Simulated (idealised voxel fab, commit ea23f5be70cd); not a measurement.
process module | voxel transistor to metal
cross-section cut | 165 nm wide | cells 5 nm
A cross-section is a grid of square cells, given in bands from the top down. A band is one or more rows of cells.
Each band's line starts with the height of the band's top and of its bottom, in nm. Then come its materials from left to right, each with its width in nm. One material with "throughout" fills the band from edge to edge. "air" is empty space.
Height 0 is the level under which the wafer as received is all one material. The lowest band goes on downwards, as in "0 down".
A width such as "30 to 40" changes by the same amount from each row of cells to the next, from the band's top row to its bottom row.
"no change" after a step means that no cell of the cross-section changed.
closed voids: empty space of 8 cells or more with no open way to the top, each as width x height at its distance from the left edge, in nm
after a step's settings: what the simulator itself notes on the step
overlay nm, on a step with a mask: how far to the right of its planned place the mask lay; to the left if negative
plan
1 op RECEIVE | material Si
2 op OXIDIZE | depth nm 5
3 op CONFORMAL_DEP | material SiN | thk nm 15
4 op DIRECTIONAL_DEP | material aC | thk nm 10
5 op PATTERN | tone cover | mask id ACTIVE | material resist | width nm 110 | thk nm 25 | overlay nm 0
6 op DIRECTIONAL_ETCH | etch materials aC | depth nm 10
7 op STRIP | etch materials resist
8 op DIRECTIONAL_ETCH | etch materials SiN | depth nm 15
9 op DIRECTIONAL_ETCH | etch materials SiO2 | depth nm 5
10 op DIRECTIONAL_ETCH | etch materials Si | depth nm 25
11 op STRIP | etch materials aC
12 op FILL_DEP | material SiO2 | thk nm 5
13 op CMP | height nm 15
14 op SELECTIVE_ETCH | etch materials SiO2 | depth nm 10
15 op STRIP | etch materials SiN
16 op SELECTIVE_ETCH | etch materials SiO2 | depth nm 5
17 op OXIDIZE | depth nm 5
18 op DIRECTIONAL_DEP | material polySi | thk nm 30
19 op DIRECTIONAL_DEP | material SiCN | thk nm 15
20 op MASKED_ETCH | tone cover | mask id GATE | width nm 20 | etch materials SiCN | depth nm 25 | overlay nm 0
21 op MASKED_ETCH | tone cover | mask id GATE | width nm 20 | etch materials polySi | depth nm 40 | overlay nm 0
22 op CONFORMAL_DEP | material SiO2 | thk nm 5
23 op DIRECTIONAL_ETCH | etch materials SiO2 | depth nm 5
24 op CONFORMAL_DEP | material SiN | thk nm 10
25 op DIRECTIONAL_ETCH | etch materials SiN | depth nm 10
26 op DIRECTIONAL_ETCH | etch materials SiO2 | depth nm 5
27 op EPI | material pSi | thk nm 5
28 op FILL_DEP | material SiO2 | thk nm 5
29 op CMP | height nm 40
30 op DIRECTIONAL_DEP | material SiO2 | thk nm 15
31 op PATTERN | tone open | mask id CONTACT | material resist | width nm 20 | pitch nm 80 | thk nm 20 | overlay nm 0
32 op DIRECTIONAL_ETCH | etch materials SiO2 | depth nm 60
33 op STRIP | etch materials resist
34 op CONFORMAL_DEP | material TiN | thk nm 5
35 op FILL_DEP | material Ru | thk nm 5
36 op CMP | height nm 55
37 op DIRECTIONAL_DEP | material TiN | thk nm 5
38 op DIRECTIONAL_DEP | material W | thk nm 15
39 op PATTERN | tone cover | mask id METAL_1 | material resist | width nm 20 | pitch nm 80 | thk nm 20 | overlay nm 0
40 op DIRECTIONAL_ETCH | etch materials W | depth nm 15
41 op DIRECTIONAL_ETCH | etch materials TiN | depth nm 5
42 op STRIP | etch materials resist
43 op FILL_DEP | material SiO2 | thk nm 10
44 op CMP | height nm 75
45 op CONFORMAL_DEP | material SiCN | thk nm 5
46 op DIRECTIONAL_DEP | material lowk | thk nm 30
47 op PATTERN | tone open | mask id METAL_2_HOLES | material resist | width nm 15 | pitch nm 80 | thk nm 15 | overlay nm 0
48 op DIRECTIONAL_ETCH | etch materials lowk | depth nm 30
49 op STRIP | etch materials resist
50 op DIRECTIONAL_DEP | material aC | thk nm 10
51 op PATTERN | tone open | mask id METAL_2 | material resist | width nm 20 | pitch nm 80 | thk nm 30 | overlay nm 0
52 op DIRECTIONAL_ETCH | etch materials aC | depth nm 10
53 op STRIP | etch materials resist
54 op DIRECTIONAL_ETCH | etch materials lowk | depth nm 15
55 op DIRECTIONAL_ETCH | etch materials SiCN | depth nm 5
56 op STRIP | etch materials aC
57 op CONFORMAL_DEP | material TiN | thk nm 5
58 op FILL_DEP | material Cu | thk nm 10
59 op CMP | height nm 110
60 op CONFORMAL_DEP | material SiN | thk nm 5
as received, after step 1
  0 down: Si throughout
  closed voids: none
first wafer at the end, as planned
  115 to 110: SiN throughout
  110 to 100: lowk 30 | TiN 5 | Cu 10 | TiN 5 | lowk 60 | TiN 5 | Cu 10 | TiN 5 | lowk 35
  100 to 95: lowk 30 | TiN 5 | Cu 5 | TiN 10 | lowk 60 | TiN 5 | Cu 5 | TiN 10 | lowk 35
  95 to 80: lowk 30 | TiN 5 | Cu 5 | TiN 5 | lowk 65 | TiN 5 | Cu 5 | TiN 5 | lowk 40
  80 to 75: SiCN 30 | TiN 15 | SiCN 65 | TiN 15 | SiCN 40
  75 to 60: SiO2 30 | W 20 | SiO2 60 | W 20 | SiO2 35
  60 to 55: SiO2 30 | TiN 20 | SiO2 60 | TiN 20 | SiO2 35
  55 to 40: SiO2 30 | TiN 5 | Ru 10 | TiN 5 | SiO2 60 | TiN 5 | Ru 10 | TiN 5 | SiO2 35
  40 to 25: SiO2 30 | TiN 5 | Ru 10 | TiN 5 | SiO2 5 | SiN 10 | SiO2 5 | SiCN 20 | SiO2 5 | SiN 10 | SiO2 5 | TiN 5 | Ru 10 | TiN 5 | SiO2 35
  25 to 5: SiO2 30 | TiN 5 | Ru 10 | TiN 5 | SiO2 5 | SiN 10 | SiO2 5 | polySi 20 | SiO2 5 | SiN 10 | SiO2 5 | TiN 5 | Ru 10 | TiN 5 | SiO2 35
  5 to 0: SiO2 30 | TiN 10 | Ru 5 | TiN 5 | SiO2 5 | SiN 10 | SiO2 5 | polySi 20 | SiO2 5 | SiN 10 | SiO2 5 | TiN 5 | Ru 5 | TiN 10 | SiO2 35
  0 to -5: SiO2 25 | SiN 10 | TiN 15 | SiO2 5 | SiN 10 | SiO2 5 | polySi 20 | SiO2 5 | SiN 10 | SiO2 5 | TiN 15 | SiN 10 | SiO2 30
  -5 to -10: SiO2 35 | pSi 20 | SiO2 50 | pSi 20 | SiO2 40
  -10 to -30: SiO2 25 | Si 110 | SiO2 30
  -30 down: Si throughout
  closed voids: none
second wafer at the end: like start, like plan, one mistake
  115 to 110: SiN throughout
  110 to 100: lowk 30 | TiN 5 | Cu 10 | TiN 5 | lowk 60 | TiN 5 | Cu 10 | TiN 5 | lowk 35
  100 to 95: lowk 30 | TiN 5 | Cu 5 | TiN 10 | lowk 60 | TiN 5 | Cu 5 | TiN 10 | lowk 35
  95 to 80: lowk 30 | TiN 5 | Cu 5 | TiN 5 | lowk 65 | TiN 5 | Cu 5 | TiN 5 | lowk 40
  80 to 75: SiCN 30 | TiN 15 | SiCN 65 | TiN 15 | SiCN 40
  75 to 60: SiO2 30 | W 20 | SiO2 60 | W 20 | SiO2 35
  60 to 55: SiO2 30 | TiN 20 | SiO2 60 | TiN 20 | SiO2 35
  55 to 40: SiO2 30 | TiN 5 | Ru 10 | TiN 5 | SiO2 60 | TiN 5 | Ru 10 | TiN 5 | SiO2 35
  40 to 25: SiO2 30 | TiN 5 | Ru 10 | TiN 5 | SiN 10 | SiO2 5 | SiCN 20 | SiO2 5 | SiN 10 | SiO2 10 | TiN 5 | Ru 10 | TiN 5 | SiO2 35
  25 to 5: SiO2 30 | TiN 5 | Ru 10 | TiN 5 | SiN 10 | SiO2 5 | polySi 25 | SiO2 5 | SiN 10 | SiO2 5 | TiN 5 | Ru 10 | TiN 5 | SiO2 35
  5 to 0: SiO2 30 | TiN 10 | Ru 5 | TiN 5 | SiN 10 | SiO2 5 | polySi 25 | SiO2 5 | SiN 10 | SiO2 5 | TiN 5 | Ru 5 | TiN 10 | SiO2 35
  0 to -5: SiO2 25 | SiN 10 | TiN 15 | SiN 10 | SiO2 5 | polySi 25 | SiO2 5 | SiN 10 | SiO2 5 | TiN 15 | SiN 10 | SiO2 30
  -5 to -10: SiO2 35 | pSi 15 | SiO2 55 | pSi 20 | SiO2 40
  -10 to -30: SiO2 25 | Si 110 | SiO2 30
  -30 down: Si throughout
  closed voids: none
what went wrong: step 20 ran as: op MASKED_ETCH | tone cover | mask id GATE | width nm 20 | etch materials SiCN | depth nm 25 | overlay nm -5
at the end the second wafer has, in cells: 5 fewer of SiO2 | 1 fewer of pSi | 6 more of polySi
